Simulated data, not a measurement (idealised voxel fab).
The following is a process module called voxel self aligned contacts.
It is cross-section cut that appears here, measuring 170 nm in width, its square cells being 5 nm in size.
Cross-section format: a grid of square cells, given as bands from top to bottom; each band is one or more rows of cells. Each band's line starts with the height of the band's top and of its bottom, in nm. Then come its materials from left to right, each with its width in nm. One material with "all across" fills the band from edge to edge. "empty" is empty space. Note: height 0 marks the level under which the wafer is uniformly one material as received. Lowest band unbounded below, written "top 0, no bottom". You'd read "30->40" like this: the band's top row of cells is as wide as the first number, its bottom row is as wide as the second, and going down, every row changes width by the same amount as the row before did. Any step labelled "no change occurred" changed none of the cells in the cross-section. Look at "Catalogued sealed voids" for the closed voids: empty spaces with no open path to the top, sized 8 cells or up. Each is width x height at distance, distance from the left edge, all nm. On each step's line, the part that comes after the settings is the simulator's own comment on the step. On any step carrying a mask, the "overlay nm" setting, if present on the step's line, tells how far right of its planned place the mask lay; negative values point to the left.
Planned process steps:
1: RECEIVE (material Si)
2: CONFORMAL_DEP (material SiO2; thk nm 5)
3: DIRECTIONAL_DEP (material polySi; thk nm 30)
4: DIRECTIONAL_DEP (material SiN; thk nm 20)
5: MASKED_ETCH (tone cover; mask id GATE; width nm 35; pitch nm 70; etch materials SiN; depth nm 20; overlay nm 0)
6: MASKED_ETCH (tone cover; mask id GATE; width nm 35; pitch nm 70; etch materials polySi; depth nm 30; overlay nm 0)
7: CONFORMAL_DEP (material SiN; thk nm 5)
8: DIRECTIONAL_ETCH (etch materials SiN; depth nm 5)
9: FILL_DEP (material SiO2; thk nm 20)
10: CMP (height nm 65)
11: MASKED_ETCH (tone open; mask id CONTACT; width nm 45; etch materials SiO2; depth nm 55; overlay nm 0)
12: CONFORMAL_DEP (material TiN; thk nm 5)
13: FILL_DEP (material Ru; thk nm 10)
14: CMP (height nm 65)
15: CONFORMAL_DEP (material SiCN; thk nm 5)
The depth nm used in step 11 is not the same on every wafer, whereas the starting condition is; the value printed in the plan is the first wafer's.
Cross-section, first of several wafers, as delivered after step 1:
> top 0, no bottom: Si all across
> Catalogued sealed voids: none
Last step of the module is step 15; after it, the first of several wafers in cross-section:
> top 70, bottom 65: SiCN all across
> top 65, bottom 55: SiO2 60 nm, then TiN 5->15 nm, then Ru 35->15 nm, then TiN 5->15 nm, then SiO2 65 nm
> top 55, bottom 35: SiO2 25 nm, then SiN 45 nm, then TiN 5 nm, then Ru 15 nm, then TiN 5 nm, then SiN 45 nm, then SiO2 30 nm
> top 35, bottom 15: SiO2 25 nm, then SiN 5 nm, then polySi 35 nm, then SiN 5 nm, then TiN 5 nm, then Ru 15 nm, then TiN 5 nm, then SiN 5 nm, then polySi 35 nm, then SiN 5 nm, then SiO2 30 nm
> top 15, bottom 10: SiO2 25 nm, then SiN 5 nm, then polySi 35 nm, then SiN 5 nm, then TiN 25 nm, then SiN 5 nm, then polySi 35 nm, then SiN 5 nm, then SiO2 30 nm
> top 10, bottom 5: SiO2 25 nm, then SiN 5 nm, then polySi 35 nm, then SiN 5 nm, then SiO2 25 nm, then SiN 5 nm, then polySi 35 nm, then SiN 5 nm, then SiO2 30 nm
> top 5, bottom 0: SiO2 all across
> top 0, no bottom: Si all across
> Catalogued sealed voids: none
Last wafer, end of module, cross-section:
> top 70, bottom 65: SiCN all across
> top 65, bottom 55: SiO2 60 nm, then TiN 5->15 nm, then Ru 35->15 nm, then TiN 5->15 nm, then SiO2 65 nm
> top 55, bottom 35: SiO2 25 nm, then SiN 45 nm, then TiN 5 nm, then Ru 15 nm, then TiN 5 nm, then SiN 45 nm, then SiO2 30 nm
> top 35, bottom 5: SiO2 25 nm, then SiN 5 nm, then polySi 35 nm, then SiN 5 nm, then TiN 5 nm, then Ru 15 nm, then TiN 5 nm, then SiN 5 nm, then polySi 35 nm, then SiN 5 nm, then SiO2 30 nm
> top 5, bottom 0: SiO2 70 nm, then TiN 25 nm, then SiO2 75 nm
> top 0, no bottom: Si all across
> Catalogued sealed voids: none
The rows of the table below are wafers. Looking at the end of the module, a row counts, for every material, the cells the wafer has gained, shown as (+), or lost, shown as (-), since it was received; its closed voids come next:
depth nm 55; +34 Ru; +34 SiCN; +96 SiN; +199 SiO2; +29 TiN; +84 polySi; Catalogued sealed voids: none
depth nm 60; +37 Ru; +34 SiCN; +96 SiN; +194 SiO2; +31 TiN; +84 polySi; Catalogued sealed voids: none
depth nm 65; +40 Ru; +34 SiCN; +96 SiN; +189 SiO2; +33 TiN; +84 polySi; Catalogued sealed voids: none
depth nm 70; +40 Ru; +34 SiCN; +96 SiN; +189 SiO2; +33 TiN; +84 polySi; Catalogued sealed voids: none
depth nm 75; +40 Ru; +34 SiCN; +96 SiN; +189 SiO2; +33 TiN; +84 polySi; Catalogued sealed voids: none
depth nm 80; +40 Ru; +34 SiCN; +96 SiN; +189 SiO2; +33 TiN; +84 polySi; Catalogued sealed voids: none
